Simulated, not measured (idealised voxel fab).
Title: Process Module voxel self aligned vias
The width of the displayed cross-section, cut, is 215 nm; its cells are square, with a size of 5 nm.
If you're reading a cross-section in this doc, picture square cells in a grid; it comes to you as bands, top ones listed first down to the bottom, and a band can be one or more rows of cells.
Quick guide to a band line: top height, bottom height (nm) up front; then every material left to right with its width in nm. Only one material and it's marked "all across"? Then it fills the band edge to edge. And "blank" just means empty space.
Where do heights start? At 0: under that level the wafer as delivered is made of one material only. And the lowest band has no floor; it just carries on downward, as in "0 and below".
Quick explanation for "30 to 40": the width changes in equal steps down the rows of cells, from the first number in the band's top row to the second number in its bottom row.
Reading "no modifications" for a step: not a cell of the cross-section changed in it.
Reported under the label "Voids, sealed" are the empty spaces having no open way to the top and comprising 8 cells or more; the notation for each is width x height at distance, in which the distance is measured from the left edge and all three values are in nm.
after a step's settings: what the simulator itself notes on the step
You can add "overlay nm" to a step's line. For a step with a mask, it describes how far the mask lay to the right of its planned position, and a negative number describes a lay to the left.

This section lists the process steps that were planned:
1. RECEIVE: material Si
2. CONFORMAL_DEP: material SiO2, thk nm 15
3. CONFORMAL_DEP: material SiCN, thk nm 5
4. DIRECTIONAL_DEP: material SiO2, thk nm 30
5. DIRECTIONAL_DEP: material aC, thk nm 15
6. PATTERN: tone open, mask id LINES, material resist, width nm 25, pitch nm 65, thk nm 30, overlay nm -15
7. DIRECTIONAL_ETCH: etch materials aC, depth nm 15
8. STRIP: etch materials resist
9. DIRECTIONAL_ETCH: etch materials SiO2, depth nm 30
10. STRIP: etch materials aC
11. CONFORMAL_DEP: material TiN, thk nm 5
12. FILL_DEP: material Ru, thk nm 5
13. CMP: height nm 50
14. SELECTIVE_ETCH: etch materials W Ru TiN, depth nm 5
15. FILL_DEP: material SiN, thk nm 10
16. CMP: height nm 50
17. DIRECTIONAL_DEP: material SiO2, thk nm 20
18. PATTERN: tone open, mask id VIAS, material resist, width nm 35, pitch nm 65, thk nm 15, overlay nm 0
19. DIRECTIONAL_ETCH: etch materials SiO2, depth nm 20
20. DIRECTIONAL_ETCH: etch materials SiN, depth nm 5
21. STRIP: etch materials resist
22. CONFORMAL_DEP: material TiN, thk nm 5
23. FILL_DEP: material W, thk nm 10
24. CMP: height nm 70
25. CONFORMAL_DEP: material SiCN, thk nm 5
Wafers differ in overlay nm at step 6; plan lists the first wafer's value; identical starting state.

Received condition of the first of several wafers, sectioned: post-step 1:
- 0 and below  Si all across
- Voids, sealed: none

End of module: cross-section of the first of several wafers after step 25, the last step:
- 75 down to 70  SiCN all across
- 70 down to 55  SiO2 25 nm / TiN 5 nm / W 25 nm / TiN 5 nm / SiO2 30 nm / TiN 5 nm / W 25 nm / TiN 5 nm / SiO2 30 nm / TiN 5 nm / W 25 nm / TiN 5 nm / SiO2 25 nm
- 55 down to 50  SiO2 25 nm / TiN 5 nm / W 5 nm / TiN 25 nm / SiO2 30 nm / TiN 5 nm / W 5 nm / TiN 25 nm / SiO2 30 nm / TiN 5 nm / W 5 nm / TiN 25 nm / SiO2 25 nm
- 50 down to 45  SiO2 15 nm / SiN 10 nm / TiN 15 nm / SiO2 40 nm / SiN 10 nm / TiN 15 nm / SiO2 40 nm / SiN 10 nm / TiN 15 nm / SiO2 45 nm
- 45 down to 25  SiO2 15 nm / TiN 5 nm / Ru 15 nm / TiN 5 nm / SiO2 40 nm / TiN 5 nm / Ru 15 nm / TiN 5 nm / SiO2 40 nm / TiN 5 nm / Ru 15 nm / TiN 5 nm / SiO2 45 nm
- 25 down to 20  SiO2 15 nm / TiN 25 nm / SiO2 40 nm / TiN 25 nm / SiO2 40 nm / TiN 25 nm / SiO2 45 nm
- 20 down to 15  SiCN all across
- 15 down to 0  SiO2 all across
- 0 and below  Si all across
- Voids, sealed: none

Cross-section of the last wafer at end of module:
- 75 down to 70  SiCN all across
- 70 down to 55  SiO2 25 nm / TiN 5 nm / W 25 nm / TiN 5 nm / SiO2 30 nm / TiN 5 nm / W 25 nm / TiN 5 nm / SiO2 30 nm / TiN 5 nm / W 25 nm / TiN 5 nm / SiO2 25 nm
- 55 down to 50  SiO2 25 nm / TiN 25 nm / W 5 nm / TiN 5 nm / SiO2 30 nm / TiN 25 nm / W 5 nm / TiN 5 nm / SiO2 30 nm / TiN 25 nm / W 5 nm / TiN 5 nm / SiO2 25 nm
- 50 down to 45  SiO2 45 nm / TiN 15 nm / SiN 10 nm / SiO2 40 nm / TiN 15 nm / SiN 10 nm / SiO2 40 nm / TiN 15 nm / SiN 10 nm / SiO2 15 nm
- 45 down to 25  SiO2 45 nm / TiN 5 nm / Ru 15 nm / TiN 5 nm / SiO2 40 nm / TiN 5 nm / Ru 15 nm / TiN 5 nm / SiO2 40 nm / TiN 5 nm / Ru 15 nm / TiN 5 nm / SiO2 15 nm
- 25 down to 20  SiO2 45 nm / TiN 25 nm / SiO2 40 nm / TiN 25 nm / SiO2 40 nm / TiN 25 nm / SiO2 15 nm
- 20 down to 15  SiCN all across
- 15 down to 0  SiO2 all across
- 0 and below  Si all across
- Voids, sealed: none

Note: the following table is arranged by wafer, a row apiece. Each row reports the end-of-module state: per material, cells gained (+) or cells lost (-) compared with the wafer as received; closed voids follow:
overlay nm -15 | +36 Ru | +86 SiCN | +6 SiN | +385 SiO2 | +84 TiN | +48 W | Voids, sealed: none
overlay nm -10 | +36 Ru | +86 SiCN | +3 SiN | +385 SiO2 | +84 TiN | +51 W | Voids, sealed: none
overlay nm -5 | +36 Ru | +86 SiCN | +385 SiO2 | +84 TiN | +54 W | Voids, sealed: none
overlay nm 0 | +36 Ru | +86 SiCN | +385 SiO2 | +84 TiN | +54 W | Voids, sealed: none
overlay nm 5 | +36 Ru | +86 SiCN | +385 SiO2 | +84 TiN | +54 W | Voids, sealed: none
overlay nm 10 | +36 Ru | +86 SiCN | +3 SiN | +385 SiO2 | +84 TiN | +51 W | Voids, sealed: none
overlay nm 15 | +36 Ru | +86 SiCN | +6 SiN | +385 SiO2 | +84 TiN | +48 W | Voids, sealed: none
